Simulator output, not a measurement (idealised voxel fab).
process module | voxel wiring stack
cross-section cut | 160 nm wide | cells 5 nm
A cross-section is a grid of square cells, given in bands from the top down. A band is one or more rows of cells.
Each band's line starts with the height of the band's top and of its bottom, in nm. Then come its materials from left to right, each with its width in nm. One material with "throughout" fills the band from edge to edge. "air" is empty space.
Height 0 is the level under which the wafer as received is all one material. The lowest band goes on downwards, as in "0 down".
A width such as "30 to 40" changes by the same amount from each row of cells to the next, from the band's top row to its bottom row.
"no change" after a step means that no cell of the cross-section changed.
closed voids: empty space of 8 cells or more with no open way to the top, each as width x height at its distance from the left edge, in nm
after a step's settings: what the simulator itself notes on the step
overlay nm, on a step with a mask: how far to the right of its planned place the mask lay; to the left if negative
plan
1 op RECEIVE | material Si
2 op CONFORMAL_DEP | material SiO2 | thk nm 10
3 op DIRECTIONAL_DEP | material TiN | thk nm 5
4 op DIRECTIONAL_DEP | material Ru | thk nm 25
5 op MASKED_ETCH | tone cover | mask id METAL_1 | width nm 25 | pitch nm 50 | etch materials Ru | depth nm 25 | overlay nm 0
6 op MASKED_ETCH | tone cover | mask id METAL_1 | width nm 25 | pitch nm 50 | etch materials TiN | depth nm 5 | overlay nm 0
7 op CONFORMAL_DEP | material SiN | thk nm 5
8 op FILL_DEP | material lowk | thk nm 5
9 op CMP | height nm 40
10 op CONFORMAL_DEP | material SiCN | thk nm 5
11 op DIRECTIONAL_DEP | material SiO2 | thk nm 35
12 op DIRECTIONAL_DEP | material aC | thk nm 10
13 op PATTERN | tone open | mask id METAL_2_HOLES | material resist | width nm 15 | pitch nm 100 | thk nm 30 | overlay nm 0
14 op DIRECTIONAL_ETCH | etch materials aC | depth nm 10
15 op STRIP | etch materials resist
16 op DIRECTIONAL_ETCH | etch materials SiO2 | depth nm 35
17 op STRIP | etch materials aC
18 op PATTERN | tone open | mask id METAL_2 | material resist | width nm 25 | pitch nm 50 | thk nm 15 | overlay nm 0
19 op DIRECTIONAL_ETCH | etch materials SiO2 | depth nm 20
20 op DIRECTIONAL_ETCH | etch materials SiCN | depth nm 5
21 op STRIP | etch materials resist
22 op CONFORMAL_DEP | material TiN | thk nm 5
23 op FILL_DEP | material Cu | thk nm 10
24 op CMP | height nm 80
25 op CONFORMAL_DEP | material SiCN | thk nm 5
26 op DIRECTIONAL_DEP | material SiO2 | thk nm 30
27 op MASKED_ETCH | tone open | mask id METAL_3 | width nm 25 | pitch nm 50 | etch materials SiO2 | depth nm 15 | overlay nm 0
28 op DIRECTIONAL_DEP | material aC | thk nm 10
29 op PATTERN | tone open | mask id METAL_3_HOLES | material resist | width nm 15 | pitch nm 100 | thk nm 30 | overlay nm 0
30 op DIRECTIONAL_ETCH | etch materials aC | depth nm 10
31 op STRIP | etch materials resist
32 op DIRECTIONAL_ETCH | etch materials SiO2 | depth nm 15
33 op DIRECTIONAL_ETCH | etch materials SiCN | depth nm 5
34 op STRIP | etch materials aC
35 op CONFORMAL_DEP | material TiN | thk nm 5
36 op FILL_DEP | material Ru | thk nm 5
37 op CMP | height nm 115
38 op CONFORMAL_DEP | material SiCN | thk nm 5
39 op DIRECTIONAL_DEP | material lowk | thk nm 25
40 op DIRECTIONAL_DEP | material aC | thk nm 15
41 op PATTERN | tone open | mask id METAL_4_HOLES | material resist | width nm 15 | pitch nm 100 | thk nm 30 | overlay nm 0
42 op DIRECTIONAL_ETCH | etch materials aC | depth nm 15
43 op STRIP | etch materials resist
44 op DIRECTIONAL_ETCH | etch materials lowk | depth nm 25
45 op STRIP | etch materials aC
46 op DIRECTIONAL_DEP | material aC | thk nm 15
47 op PATTERN | tone open | mask id METAL_4 | material resist | width nm 25 | pitch nm 50 | thk nm 30 | overlay nm 0
48 op DIRECTIONAL_ETCH | etch materials aC | depth nm 15
49 op STRIP | etch materials resist
50 op DIRECTIONAL_ETCH | etch materials lowk | depth nm 15
51 op DIRECTIONAL_ETCH | etch materials SiCN | depth nm 5
52 op STRIP | etch materials aC
53 op CONFORMAL_DEP | material TiN | thk nm 5
54 op FILL_DEP | material Ru | thk nm 10
55 op CMP | height nm 145
56 op CONFORMAL_DEP | material SiN | thk nm 5
varied across the wafers: overlay nm of step 29. The plan shows the first wafer's value. All wafers start alike
first wafer as received, after step 1
  0 down: Si throughout
  closed voids: none
each wafer at the end: cells of each material gained (+) or lost (-) since it was received, then its closed voids
overlay nm 0 | +35 Cu | +125 Ru | +78 SiCN | +79 SiN | +339 SiO2 | +146 TiN | +158 lowk | closed voids: none
overlay nm 5 | +35 Cu | +125 Ru | +78 SiCN | +79 SiN | +339 SiO2 | +146 TiN | +158 lowk | closed voids: none
overlay nm 10 | +35 Cu | +125 Ru | +78 SiCN | +79 SiN | +339 SiO2 | +146 TiN | +158 lowk | closed voids: none
overlay nm 15 | +35 Cu | +121 Ru | +80 SiCN | +79 SiN | +339 SiO2 | +148 TiN | +158 lowk | closed voids: none
